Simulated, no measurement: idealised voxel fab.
Process module heading - voxel transistor to metal
Section cut is 170 nm wide and gridded with 5 nm square cells.
Cross-section spec: square-cell grid; bands listed top down; each band is one or more rows. In this notation a band is specified by the heights of its top and bottom, in that order and in nm, after which its materials appear from left to right, each paired with its width in nm. The word "edge to edge" attached to a single material means that material fills the band from edge to edge; the word "empty" stands for empty space. It should be noted that heights are counted from 0, beneath which the wafer as supplied is of one material throughout, and that the lowest band possesses no lower boundary but continues downward, as written in "z 0 and below". The notation "30..40" denotes a width that varies across the rows of cells in the band, beginning at the first number in the top row, finishing at the second number in the bottom row, and changing by an identical amount from each row to the next. Given "changes: none" for a step, no cell of the cross-section differs between before and after that step. This entry, "Enclosed void listing", enumerates those empty regions of no fewer than 8 cells that possess no open connection to the top. Each region is reported in the form width x height at distance, the distance being taken from the left edge, with all three quantities expressed in nm. Past the settings on a step's line: simulator remark, on that step. overlay nm: step with mask; distance mask lay right of planned place; negative value = left of planned place.
THE FOLLOWING LIST GIVES THE PLANNED PROCESS STEPS
| 1 | RECEIVE, material Si |
| 2 | CONFORMAL_DEP, material SiO2, thk nm 5 |
| 3 | CONFORMAL_DEP, material SiN, thk nm 10 |
| 4 | DIRECTIONAL_DEP, material aC, thk nm 10 |
| 5 | PATTERN, tone cover, mask id ACTIVE, material resist, width nm 110, thk nm 25, overlay nm 0 |
| 6 | DIRECTIONAL_ETCH, etch materials aC, depth nm 10 |
| 7 | STRIP, etch materials resist |
| 8 | DIRECTIONAL_ETCH, etch materials SiN, depth nm 10 |
| 9 | DIRECTIONAL_ETCH, etch materials SiO2, depth nm 5 |
| 10 | DIRECTIONAL_ETCH, etch materials Si, depth nm 20 |
| 11 | STRIP, etch materials aC |
| 12 | FILL_DEP, material SiO2, thk nm 15 |
| 13 | CMP, height nm 15 |
| 14 | SELECTIVE_ETCH, etch materials SiO2, depth nm 5 |
| 15 | STRIP, etch materials SiN |
| 16 | SELECTIVE_ETCH, etch materials SiO2, depth nm 5 |
| 17 | OXIDIZE, depth nm 5 |
| 18 | DIRECTIONAL_DEP, material polySi, thk nm 30 |
| 19 | DIRECTIONAL_DEP, material SiCN, thk nm 15 |
| 20 | MASKED_ETCH, tone cover, mask id GATE, width nm 30, etch materials SiCN, depth nm 25, overlay nm 0 |
| 21 | MASKED_ETCH, tone cover, mask id GATE, width nm 30, etch materials polySi, depth nm 40, overlay nm 0 |
| 22 | CONFORMAL_DEP, material SiN, thk nm 5 |
| 23 | DIRECTIONAL_ETCH, etch materials SiN, depth nm 5 |
| 24 | DIRECTIONAL_ETCH, etch materials SiO2, depth nm 5 |
| 25 | DIRECTIONAL_ETCH, etch materials Si, depth nm 15 |
| 26 | EPI, material pSi, thk nm 15 |
| 27 | FILL_DEP, material SiO2, thk nm 10 |
| 28 | CMP, height nm 30 |
| 29 | STRIP, etch materials polySi |
| 30 | SELECTIVE_ETCH, etch materials SiO2, depth nm 5 |
| 31 | CONFORMAL_DEP, material HfO2, thk nm 5 |
| 32 | CONFORMAL_DEP, material TiN, thk nm 5 |
| 33 | FILL_DEP, material W, thk nm 5 |
| 34 | CMP, height nm 25 |
| 35 | DIRECTIONAL_DEP, material SiO2, thk nm 10 |
| 36 | PATTERN, tone open, mask id CONTACT, material resist, width nm 15, pitch nm 75, thk nm 20, overlay nm 0 |
| 37 | DIRECTIONAL_ETCH, etch materials SiO2, depth nm 40 |
| 38 | STRIP, etch materials resist |
| 39 | CONFORMAL_DEP, material TiN, thk nm 5 |
| 40 | FILL_DEP, material Ru, thk nm 10 |
| 41 | CMP, height nm 35 |
| 42 | DIRECTIONAL_DEP, material TiN, thk nm 5 |
| 43 | DIRECTIONAL_DEP, material W, thk nm 25 |
| 44 | DIRECTIONAL_DEP, material aC, thk nm 15 |
| 45 | PATTERN, tone cover, mask id METAL_1, material resist, width nm 15, pitch nm 75, thk nm 30, overlay nm 0 |
| 46 | DIRECTIONAL_ETCH, etch materials aC, depth nm 15 |
| 47 | STRIP, etch materials resist |
| 48 | DIRECTIONAL_ETCH, etch materials W, depth nm 25 |
| 49 | DIRECTIONAL_ETCH, etch materials TiN, depth nm 5 |
| 50 | STRIP, etch materials aC |
| 51 | CONFORMAL_DEP, material SiCN, thk nm 5 |
| 52 | FILL_DEP, material lowk, thk nm 10 |
| 53 | CMP, height nm 65 |
| 54 | CONFORMAL_DEP, material SiCN, thk nm 5 |
THIS IS THE CROSS-SECTION OF THE WAFER AS WE RECEIVED IT, I.E. AFTER STEP 1
- z 0 and below = Si edge to edge
- Enclosed void listing: none
FIRST WAFER OF TWO, SECTIONED AT END OF MODULE; RUN WENT PER PLAN
- z 70 to 65 = SiCN edge to edge
- z 65 to 40 = 35 lowk, 5 SiCN, 15 W, 5 SiCN, 50 lowk, 5 SiCN, 15 W, 5 SiCN, 35 lowk
- z 40 to 35 = 40 SiCN, 15 TiN, 60 SiCN, 15 TiN, 40 SiCN
- z 35 to 25 = 40 SiO2, 5 TiN, 5 Ru, 5 TiN, 60 SiO2, 5 TiN, 5 Ru, 5 TiN, 40 SiO2
- z 25 to 15 = 40 SiO2, 5 TiN, 5 Ru, 5 TiN, 10 SiO2, 5 SiN, 5 HfO2, 5 TiN, 10 W, 5 TiN, 5 HfO2, 5 SiN, 10 SiO2, 5 TiN, 5 Ru, 5 TiN, 40 SiO2
- z 15 to 10 = 40 SiO2, 15 TiN, 10 SiO2, 5 SiN, 5 HfO2, 5 TiN, 10 W, 5 TiN, 5 HfO2, 5 SiN, 10 SiO2, 15 TiN, 40 SiO2
- z 10 to 5 = 40 SiO2, 10 TiN, 15 pSi, 5 SiN, 5 HfO2, 5 TiN, 10 W, 5 TiN, 5 HfO2, 5 SiN, 15 pSi, 10 TiN, 40 SiO2
- z 5 to 0 = 25 SiO2, 5 SiN, 10 SiO2, 10 TiN, 15 pSi, 5 SiN, 5 HfO2, 20 TiN, 5 HfO2, 5 SiN, 15 pSi, 10 TiN, 10 SiO2, 5 SiN, 25 SiO2
- z 0 to -5 = 40 SiO2, 10 TiN, 15 pSi, 40 HfO2, 15 pSi, 10 TiN, 40 SiO2
- z -5 to -20 = 30 SiO2, 35 pSi, 40 Si, 35 pSi, 30 SiO2
- z -20 and below = Si edge to edge
- Enclosed void listing: none
SECOND OF TWO WAFERS, MODULE COMPLETE, SECTIONED: IT SHARES THE FIRST WAFER'S START AND PLAN BUT WAS RUN WITH ONE MISTAKE
- z 70 to 65 = SiCN edge to edge
- z 65 to 40 = 35 lowk, 5 SiCN, 15 W, 5 SiCN, 50 lowk, 5 SiCN, 15 W, 5 SiCN, 35 lowk
- z 40 to 35 = 40 SiCN, 15 TiN, 60 SiCN, 15 TiN, 40 SiCN
- z 35 to 25 = 40 SiO2, 5 TiN, 5 Ru, 5 TiN, 60 SiO2, 5 TiN, 5 Ru, 5 TiN, 40 SiO2
- z 25 to 15 = 40 SiO2, 5 TiN, 5 Ru, 5 TiN, 10 SiO2, 5 SiN, 5 TiN, 5 HfO2, 10 W, 5 HfO2, 5 TiN, 5 SiN, 10 SiO2, 5 TiN, 5 Ru, 5 TiN, 40 SiO2
- z 15 to 10 = 40 SiO2, 15 TiN, 10 SiO2, 5 SiN, 5 TiN, 5 HfO2, 10 W, 5 HfO2, 5 TiN, 5 SiN, 10 SiO2, 15 TiN, 40 SiO2
- z 10 to 5 = 40 SiO2, 10 TiN, 15 pSi, 5 SiN, 5 TiN, 5 HfO2, 10 W, 5 HfO2, 5 TiN, 5 SiN, 15 pSi, 10 TiN, 40 SiO2
- z 5 to 0 = 25 SiO2, 5 SiN, 10 SiO2, 10 TiN, 15 pSi, 5 SiN, 5 TiN, 20 HfO2, 5 TiN, 5 SiN, 15 pSi, 10 TiN, 10 SiO2, 5 SiN, 25 SiO2
- z 0 to -5 = 40 SiO2, 10 TiN, 15 pSi, 40 TiN, 15 pSi, 10 TiN, 40 SiO2
- z -5 to -20 = 30 SiO2, 35 pSi, 40 Si, 35 pSi, 30 SiO2
- z -20 and below = Si edge to edge
- Enclosed void listing: none
What was done differently from what was planned? deviation from plan: step 32 and step 31 executed in one another's positions
Upon completion, the second wafer contains, in terms of cells, a greater or smaller amount of certain materials than the first wafer: -6 HfO2 | +6 TiN
